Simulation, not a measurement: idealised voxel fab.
The document below concerns the process module designated voxel fin reveal.
195 nm wide, 5 nm square cells: that's cross-section cut.
In this document a cross-section is written as a grid of square cells. It is given as a series of bands, listed from the top down, and a band is one or more rows of cells. Basically the band line says how high the top is and how high the bottom is, in nm, and then what's in it from left to right, every material with its width in nm. Empty space shows up as "blank", and if a single material carries "full width" it runs the full band edge to edge. Zero point of the height axis is 0; under it, received wafer = one material. Lowest band: continues down indefinitely, "top 0, no bottom". Note: "30 to 40" means the width goes from the first number (top row of the band) to the second number (bottom row) in equal steps per row of cells. Where the words "remained the same" appear for a step, the cross-section shows no cell changed by that step; every cell remained as before. For the entry "Entrapped void list", the listed items are empty spaces with no open way to the top whose size is 8 cells or more; each item follows the pattern width x height at distance, where distance is from the left edge and all three are in nm. Note: text after step settings on the step line = simulator remark on that step. overlay nm: right-of-plan distance of the mask on a masked step; negative values mean left-of-plan.
# Intended process steps
step 1: RECEIVE,material Si
step 2: CONFORMAL_DEP,material SiN,thk nm 5
step 3: PATTERN,tone cover,mask id FINS,material resist,width nm 15,pitch nm 35,thk nm 20,overlay nm 0
step 4: DIRECTIONAL_ETCH,etch materials SiN,depth nm 5
step 5: DIRECTIONAL_ETCH,etch materials Si,depth nm 40
step 6: STRIP,etch materials resist
step 7: FILL_DEP,material SiO2,thk nm 10
step 8: CMP,height nm 5
step 9: SELECTIVE_ETCH,etch materials SiO2,depth nm 30
step 10: STRIP,etch materials SiN
step 11: CONFORMAL_DEP,material SiO2,thk nm 5
# The first wafer of two, processed as planned
# Cross-section: wafer on arrival = after step 1
	top 0, no bottom: Si full width
	Entrapped void list: none
# after step 2
	top 5, bottom 0: SiN full width
	No changes below 0.
# after step 3
	top 25, bottom 5: blank (70)  resist (15)  blank (20)  resist (15)  blank (75)
	No changes below 5.
# after step 4
	top 25, bottom 5: blank (70)  resist (15)  blank (20)  resist (15)  blank (75)
	top 5, bottom 0: blank (70)  SiN (15)  blank (20)  SiN (15)  blank (75)
	No changes below 0.
# after step 5
	top 25, bottom 5: blank (70)  resist (15)  blank (20)  resist (15)  blank (75)
	top 5, bottom 0: blank (70)  SiN (15)  blank (20)  SiN (15)  blank (75)
	top 0, bottom -40: blank (70)  Si (15)  blank (20)  Si (15)  blank (75)
	No changes below -40.
# after step 6
	top 5, bottom 0: blank (70)  SiN (15)  blank (20)  SiN (15)  blank (75)
	No changes below 0.
# after step 7
	top 15, bottom 5: SiO2 full width
	top 5, bottom 0: SiO2 (70)  SiN (15)  SiO2 (20)  SiN (15)  SiO2 (75)
	top 0, bottom -40: SiO2 (70)  Si (15)  SiO2 (20)  Si (15)  SiO2 (75)
	No changes below -40.
# after step 8
	top 5, bottom 0: SiO2 (70)  SiN (15)  SiO2 (20)  SiN (15)  SiO2 (75)
	No changes below 0.
# after step 9
	top 5, bottom 0: blank (70)  SiN (15)  blank (20)  SiN (15)  blank (75)
	top 0, bottom -25: blank (70)  Si (15)  blank (20)  Si (15)  blank (75)
	No changes below -25.
# after step 10
	top 0, bottom -25: blank (70)  Si (15)  blank (20)  Si (15)  blank (75)
	No changes below -25.
# after step 11
	top 5, bottom 0: blank (65)  SiO2 (25)  blank (10)  SiO2 (25)  blank (70)
	top 0, bottom -20: blank (65)  SiO2 (5)  Si (15)  SiO2 (5)  blank (10)  SiO2 (5)  Si (15)  SiO2 (5)  blank (70)
	top -20, bottom -40: SiO2 (70)  Si (15)  SiO2 (20)  Si (15)  SiO2 (75)
	No changes below -40.
# Wafer two of two - same starting point, same process plan, one mistake in execution; matches wafer one up to and including step 2
# Cross-sectional view of the second wafer at the intended end time of process step 3
	top 25, bottom 5: blank (70)  resist (20)  blank (15)  resist (20)  blank (70)
	No changes below 5.
# Cross-sectional view of the second wafer at the intended end time of process step 4
	top 25, bottom 5: blank (70)  resist (20)  blank (15)  resist (20)  blank (70)
	top 5, bottom 0: blank (70)  SiN (20)  blank (15)  SiN (20)  blank (70)
	No changes below 0.
# Cross-sectional view of the second wafer at the intended end time of process step 5
	top 25, bottom 5: blank (70)  resist (20)  blank (15)  resist (20)  blank (70)
	top 5, bottom 0: blank (70)  SiN (20)  blank (15)  SiN (20)  blank (70)
	top 0, bottom -40: blank (70)  Si (20)  blank (15)  Si (20)  blank (70)
	No changes below -40.
# Cross-sectional view of the second wafer at the intended end time of process step 6
	top 5, bottom 0: blank (70)  SiN (20)  blank (15)  SiN (20)  blank (70)
	No changes below 0.
# Cross-sectional view of the second wafer at the intended end time of process step 7
	top 15, bottom 5: SiO2 full width
	top 5, bottom 0: SiO2 (70)  SiN (20)  SiO2 (15)  SiN (20)  SiO2 (70)
	top 0, bottom -40: SiO2 (70)  Si (20)  SiO2 (15)  Si (20)  SiO2 (70)
	No changes below -40.
# Cross-sectional view of the second wafer at the intended end time of process step 8
	top 5, bottom 0: SiO2 (70)  SiN (20)  SiO2 (15)  SiN (20)  SiO2 (70)
	No changes below 0.
# Cross-sectional view of the second wafer at the intended end time of process step 9
	top 5, bottom 0: blank (70)  SiN (20)  blank (15)  SiN (20)  blank (70)
	top 0, bottom -25: blank (70)  Si (20)  blank (15)  Si (20)  blank (70)
	No changes below -25.
# Cross-sectional view of the second wafer at the intended end time of process step 10
	top 0, bottom -25: blank (70)  Si (20)  blank (15)  Si (20)  blank (70)
	No changes below -25.
# Cross-sectional view of the second wafer at the intended end time of process step 11
	top 5, bottom 0: blank (65)  SiO2 (30)  blank (5)  SiO2 (30)  blank (65)
	top 0, bottom -20: blank (65)  SiO2 (5)  Si (20)  SiO2 (5)  blank (5)  SiO2 (5)  Si (20)  SiO2 (5)  blank (65)
	top -20, bottom -40: SiO2 (70)  Si (20)  SiO2 (15)  Si (20)  SiO2 (70)
	No changes below -40.
The plan and the run diverged here: step 3 did not happen as planned, as run it was PATTERN,tone cover,mask id FINS,material resist,width nm 20,pitch nm 35,thk nm 20,overlay nm 0
at the end the second wafer has, in cells: 16 more of Si; 6 fewer of SiO2
